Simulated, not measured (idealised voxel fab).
A process module follows: voxel wiring stack.
FYI the section here is cut, 255 nm wide, cells are 5 nm squares.
Square cells in a grid make up a cross-section in this document, and the grid is given as bands, listed from the top down, each one or more rows of cells. A band entry consists of two parts. The first gives the height of the band's top and the height of its bottom, in nm. The rest lists the band's materials from left to right, each with its width in nm. A single material labelled with the word "full width" fills the band from edge to edge, and the word "blank" marks empty space. Zero point of the height axis is 0; under it, received wafer = one material. Lowest band: continues down indefinitely, "top 0, no bottom". It should be noted that a width expressed as "30 to 40" varies in equal increments from row to row of cells within the band, taking the value of the first number at the top row and that of the second number at the bottom row. The designation "no modifications", where it is given for a processing step, indicates that no cell of the cross-section was altered in the course of that step. Any empty space of 8 cells or more lacking an open way to the top shows up in "Tabulated closed voids" as width x height at distance, distance from the left edge, in nm. Whatever follows a step's settings on its line is a remark the simulator itself makes about that step. On any step carrying a mask, the "overlay nm" setting, if present on the step's line, tells how far right of its planned place the mask lay; negative values point to the left.
BELOW IS THE LIST OF PLANNED PROCESS STEPS
1 RECEIVE, material Si
2 CONFORMAL_DEP, material SiO2, thk nm 15
3 CONFORMAL_DEP, material SiN, thk nm 5
4 DIRECTIONAL_DEP, material SiO2, thk nm 15
5 DIRECTIONAL_DEP, material aC, thk nm 15
6 PATTERN, tone open, mask id METAL_1, material resist, width nm 20, pitch nm 35, thk nm 35, overlay nm 0
7 DIRECTIONAL_ETCH, etch materials aC, depth nm 15
8 STRIP, etch materials resist
9 DIRECTIONAL_ETCH, etch materials SiO2, depth nm 15
10 DIRECTIONAL_ETCH, etch materials SiN, depth nm 5
11 STRIP, etch materials aC
12 CONFORMAL_DEP, material TiN, thk nm 5
13 FILL_DEP, material W, thk nm 10
14 CMP, height nm 35
15 CONFORMAL_DEP, material SiCN, thk nm 5
16 DIRECTIONAL_DEP, material SiO2, thk nm 15
17 PATTERN, tone open, mask id PLUG_1, material resist, width nm 15, pitch nm 70, thk nm 20, overlay nm 0
18 DIRECTIONAL_ETCH, etch materials SiO2, depth nm 15
19 DIRECTIONAL_ETCH, etch materials SiCN, depth nm 5
20 STRIP, etch materials resist
21 CONFORMAL_DEP, material TiN, thk nm 5
22 FILL_DEP, material Ru, thk nm 10
23 CMP, height nm 55
24 DIRECTIONAL_DEP, material TiN, thk nm 5
25 DIRECTIONAL_DEP, material Ru, thk nm 15
26 MASKED_ETCH, tone cover, mask id METAL_2, width nm 20, pitch nm 35, etch materials Ru, depth nm 15, overlay nm 0
27 MASKED_ETCH, tone cover, mask id METAL_2, width nm 20, pitch nm 35, etch materials TiN, depth nm 5, overlay nm 0
28 FILL_DEP, material SiO2, thk nm 5
29 CMP, height nm 75
30 CONFORMAL_DEP, material SiCN, thk nm 5
31 DIRECTIONAL_DEP, material SiO2, thk nm 30
32 DIRECTIONAL_DEP, material aC, thk nm 10
33 PATTERN, tone open, mask id METAL_3, material resist, width nm 20, pitch nm 35, thk nm 30, overlay nm 0
34 DIRECTIONAL_ETCH, etch materials aC, depth nm 10
35 STRIP, etch materials resist
36 DIRECTIONAL_ETCH, etch materials SiO2, depth nm 20
37 STRIP, etch materials aC
38 PATTERN, tone open, mask id METAL_3_HOLES, material resist, width nm 15, pitch nm 70, thk nm 20, overlay nm 0
39 DIRECTIONAL_ETCH, etch materials SiO2, depth nm 10
40 DIRECTIONAL_ETCH, etch materials SiCN, depth nm 5
41 STRIP, etch materials resist
42 CONFORMAL_DEP, material TiN, thk nm 5
43 FILL_DEP, material Cu, thk nm 5
44 CMP, height nm 110
45 CONFORMAL_DEP, material SiN, thk nm 5
WAFER CROSS-SECTION ON RECEIPT, I.E. AFTER STEP 1
- top 0, no bottom: Si full width
- Tabulated closed voids: none
SECTIONED VIEW, FIRST OF TWO WAFERS, AT THE CLOSE OF THE MODULE, PROCESSED AS INTENDED IN THE PLAN
- top 115, bottom 110: SiN full width
- top 110, bottom 95: 65 of SiO2; 5 of TiN; 10 of Cu; 5 of TiN; 15 of SiO2; 5 of TiN; 10 of Cu; 5 of TiN; 15 of SiO2; 5 of TiN; 10 of Cu; 5 of TiN; 15 of SiO2; 5 of TiN; 10 of Cu; 5 of TiN; 65 of SiO2
- top 95, bottom 90: 65 of SiO2; 5 of TiN; 5 of Cu; 10 of TiN; 15 of SiO2; 20 of TiN; 15 of SiO2; 5 of TiN; 5 of Cu; 10 of TiN; 15 of SiO2; 20 of TiN; 65 of SiO2
- top 90, bottom 80: 65 of SiO2; 5 of TiN; 5 of Cu; 5 of TiN; 55 of SiO2; 5 of TiN; 5 of Cu; 5 of TiN; 105 of SiO2
- top 80, bottom 75: 65 of SiCN; 15 of TiN; 55 of SiCN; 15 of TiN; 105 of SiCN
- top 75, bottom 60: 65 of SiO2; 20 of Ru; 15 of SiO2; 20 of Ru; 15 of SiO2; 20 of Ru; 15 of SiO2; 20 of Ru; 65 of SiO2
- top 60, bottom 55: 65 of SiO2; 20 of TiN; 15 of SiO2; 20 of TiN; 15 of SiO2; 20 of TiN; 15 of SiO2; 20 of TiN; 65 of SiO2
- top 55, bottom 40: 65 of SiO2; 5 of TiN; 5 of Ru; 5 of TiN; 55 of SiO2; 5 of TiN; 5 of Ru; 5 of TiN; 105 of SiO2
- top 40, bottom 35: 65 of SiCN; 15 of TiN; 55 of SiCN; 15 of TiN; 105 of SiCN
- top 35, bottom 20: 65 of SiO2; 5 of TiN; 10 of W; 5 of TiN; 15 of SiO2; 5 of TiN; 10 of W; 5 of TiN; 15 of SiO2; 5 of TiN; 10 of W; 5 of TiN; 15 of SiO2; 5 of TiN; 10 of W; 5 of TiN; 65 of SiO2
- top 20, bottom 15: 65 of SiN; 20 of TiN; 15 of SiN; 20 of TiN; 15 of SiN; 20 of TiN; 15 of SiN; 20 of TiN; 65 of SiN
- top 15, bottom 0: SiO2 full width
- top 0, no bottom: Si full width
- Tabulated closed voids: none
PRESENTED HERE IS A CROSS-SECTION OF THE SECOND OF THE TWO WAFERS AS IT STOOD AT THE END OF THE MODULE. IT WAS STARTED IN THE SAME MANNER AND ASSIGNED THE SAME PLAN AS THE FIRST WAFER; HOWEVER, ONE MISTAKE WAS MADE IN ITS EXECUTION
- top 115, bottom 110: SiN full width
- top 110, bottom 95: 65 of SiO2; 5 of TiN; 10 of Cu; 5 of TiN; 15 of SiO2; 5 of TiN; 10 of Cu; 5 of TiN; 15 of SiO2; 5 of TiN; 10 of Cu; 5 of TiN; 15 of SiO2; 5 of TiN; 10 of Cu; 5 of TiN; 65 of SiO2
- top 95, bottom 90: 65 of SiO2; 5 of TiN; 5 of Cu; 10 of TiN; 15 of SiO2; 20 of TiN; 15 of SiO2; 5 of TiN; 5 of Cu; 10 of TiN; 15 of SiO2; 20 of TiN; 65 of SiO2
- top 90, bottom 80: 65 of SiO2; 5 of TiN; 5 of Cu; 5 of TiN; 55 of SiO2; 5 of TiN; 5 of Cu; 5 of TiN; 105 of SiO2
- top 80, bottom 75: 65 of SiCN; 15 of TiN; 55 of SiCN; 15 of TiN; 105 of SiCN
- top 75, bottom 60: 75 of SiO2; 20 of Ru; 15 of SiO2; 20 of Ru; 15 of SiO2; 20 of Ru; 15 of SiO2; 20 of Ru; 55 of SiO2
- top 60, bottom 55: 65 of SiO2; 30 of TiN; 5 of SiO2; 30 of TiN; 5 of SiO2; 30 of TiN; 5 of SiO2; 30 of TiN; 55 of SiO2
- top 55, bottom 40: 65 of SiO2; 5 of TiN; 5 of Ru; 5 of TiN; 55 of SiO2; 5 of TiN; 5 of Ru; 5 of TiN; 105 of SiO2
- top 40, bottom 35: 65 of SiCN; 15 of TiN; 55 of SiCN; 15 of TiN; 105 of SiCN
- top 35, bottom 20: 65 of SiO2; 5 of TiN; 10 of W; 5 of TiN; 15 of SiO2; 5 of TiN; 10 of W; 5 of TiN; 15 of SiO2; 5 of TiN; 10 of W; 5 of TiN; 15 of SiO2; 5 of TiN; 10 of W; 5 of TiN; 65 of SiO2
- top 20, bottom 15: 65 of SiN; 20 of TiN; 15 of SiN; 20 of TiN; 15 of SiN; 20 of TiN; 15 of SiN; 20 of TiN; 65 of SiN
- top 15, bottom 0: SiO2 full width
- top 0, no bottom: Si full width
- Tabulated closed voids: none
Heads up, the wafer didn't run the way we planned it: step 26 was run on a setting that differed from the plan, and what really ran there is MASKED_ETCH, tone cover, mask id METAL_2, width nm 20, pitch nm 35, etch materials Ru, depth nm 15, overlay nm 10
Final cells, second wafer relative to first, materials higher or lower: SiO2: 8 fewer | TiN: 8 more
